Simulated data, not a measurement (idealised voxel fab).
The following is a process module called voxel air gaps.
The cross-section shown here is cut; it is 255 nm wide and divided into square cells measuring 5 nm on a side.
Reading order for cross-sections: top band down to bottom band. Underlying form: a grid of square cells. Band size: one or more rows of cells.
Band: top height; bottom height; in nm. Then, left to right: material with width in nm, for each material. "edge to edge": a single material spanning edge to edge. "air": empty space.
Heights from 0 (as-received wafer is one material below). Bottom band endless downward, as "0 nm and below".
It should be noted that a width expressed as "30..40" varies in equal increments from row to row of cells within the band, taking the value of the first number at the top row and that of the second number at the bottom row.
The designation "nothing was modified", where it is given for a processing step, indicates that no cell of the cross-section was altered in the course of that step.
Under "Closed void catalog" you'll find the enclosed gaps, the ones with no way out to the top, that are 8 cells or bigger; each reads width x height at distance, with distance counted from the left edge, everything in nm.
Where a step's line continues beyond its settings, the continuation is a remark by the simulator itself on that step.
Each step line may optionally specify "overlay nm", which for a step with a mask gives the rightward distance between the mask's planned place and where it lay, a negative value indicating the leftward direction.
## Intended process steps
1. RECEIVE, material Si
2. CONFORMAL_DEP, material SiO2, thk nm 15
3. CONFORMAL_DEP, material SiN, thk nm 5
4. DIRECTIONAL_DEP, material lowk, thk nm 35
5. DIRECTIONAL_DEP, material aC, thk nm 10
6. PATTERN, tone open, mask id LINES, material resist, width nm 25, pitch nm 55, thk nm 25, overlay nm -15
7. DIRECTIONAL_ETCH, etch materials aC, depth nm 10
8. STRIP, etch materials resist
9. DIRECTIONAL_ETCH, etch materials lowk, depth nm 35
10. STRIP, etch materials aC
11. CONFORMAL_DEP, material TiN, thk nm 5
12. FILL_DEP, material W, thk nm 5
13. CMP, height nm 55
14. EPI, material Ru, thk nm 10
15. SELECTIVE_ETCH, etch materials lowk, depth nm 45
16. CONFORMAL_DEP, material SiN, thk nm 5
Split variable: overlay nm, step 6. Plan value = first wafer. Wafers start alike.
## First wafer of several, as received: cross-section after step 1
	0 nm and below: Si edge to edge
	Closed void catalog: none
## Once step 16, the last step, is complete, the module is at its end; this is the cross-section of the first of several wafers
	70 nm to 65 nm: air (30); SiN (165); air (60)
	65 nm to 55 nm: air (30); SiN (5); Ru (45); SiN (10); Ru (45); SiN (10); Ru (45); SiN (5); air (60)
	55 nm to 50 nm: air (30); SiN (15); TiN (5); W (15); TiN (5); SiN (30); TiN (5); W (15); TiN (5); SiN (30); TiN (5); W (15); TiN (5); SiN (15); air (60)
	50 nm to 25 nm: air (40); SiN (5); TiN (5); W (15); TiN (5); SiN (5); air (20); SiN (5); TiN (5); W (15); TiN (5); SiN (5); air (20); SiN (5); TiN (5); W (15); TiN (5); SiN (5); air (70)
	25 nm to 20 nm: SiN (45); TiN (25); SiN (30); TiN (25); SiN (30); TiN (25); SiN (75)
	20 nm to 15 nm: SiN edge to edge
	15 nm to 0 nm: SiO2 edge to edge
	0 nm and below: Si edge to edge
	Closed void catalog: 20 x 25 at 75; 20 x 25 at 130
## Last wafer of the set, cross-sectioned at end of module
	70 nm to 65 nm: air (60); SiN (165); air (30)
	65 nm to 55 nm: air (60); SiN (5); Ru (45); SiN (10); Ru (45); SiN (10); Ru (45); SiN (5); air (30)
	55 nm to 50 nm: air (60); SiN (15); TiN (5); W (15); TiN (5); SiN (30); TiN (5); W (15); TiN (5); SiN (30); TiN (5); W (15); TiN (5); SiN (15); air (30)
	50 nm to 25 nm: air (70); SiN (5); TiN (5); W (15); TiN (5); SiN (5); air (20); SiN (5); TiN (5); W (15); TiN (5); SiN (5); air (20); SiN (5); TiN (5); W (15); TiN (5); SiN (5); air (40)
	25 nm to 20 nm: SiN (75); TiN (25); SiN (30); TiN (25); SiN (30); TiN (25); SiN (45)
	20 nm to 15 nm: SiN edge to edge
	15 nm to 0 nm: SiO2 edge to edge
	0 nm and below: Si edge to edge
	Closed void catalog: 20 x 25 at 105; 20 x 25 at 160
## Wafer rows, end of module: cells per material gained (+) or lost (-) since receipt; closed voids last
overlay nm -15 | +54 Ru | +180 SiN | +153 SiO2 | +51 TiN | +54 W | Closed void catalog: 20 x 25 at 75; 20 x 25 at 130
overlay nm -10 | +54 Ru | +180 SiN | +153 SiO2 | +51 TiN | +54 W | Closed void catalog: 20 x 25 at 80; 20 x 25 at 135
overlay nm -5 | +54 Ru | +180 SiN | +153 SiO2 | +51 TiN | +54 W | Closed void catalog: 20 x 25 at 85; 20 x 25 at 140
overlay nm 0 | +54 Ru | +180 SiN | +153 SiO2 | +51 TiN | +54 W | Closed void catalog: 20 x 25 at 90; 20 x 25 at 145
overlay nm 5 | +54 Ru | +180 SiN | +153 SiO2 | +51 TiN | +54 W | Closed void catalog: 20 x 25 at 95; 20 x 25 at 150
overlay nm 10 | +54 Ru | +180 SiN | +153 SiO2 | +51 TiN | +54 W | Closed void catalog: 20 x 25 at 100; 20 x 25 at 155
overlay nm 15 | +54 Ru | +180 SiN | +153 SiO2 | +51 TiN | +54 W | Closed void catalog: 20 x 25 at 105; 20 x 25 at 160
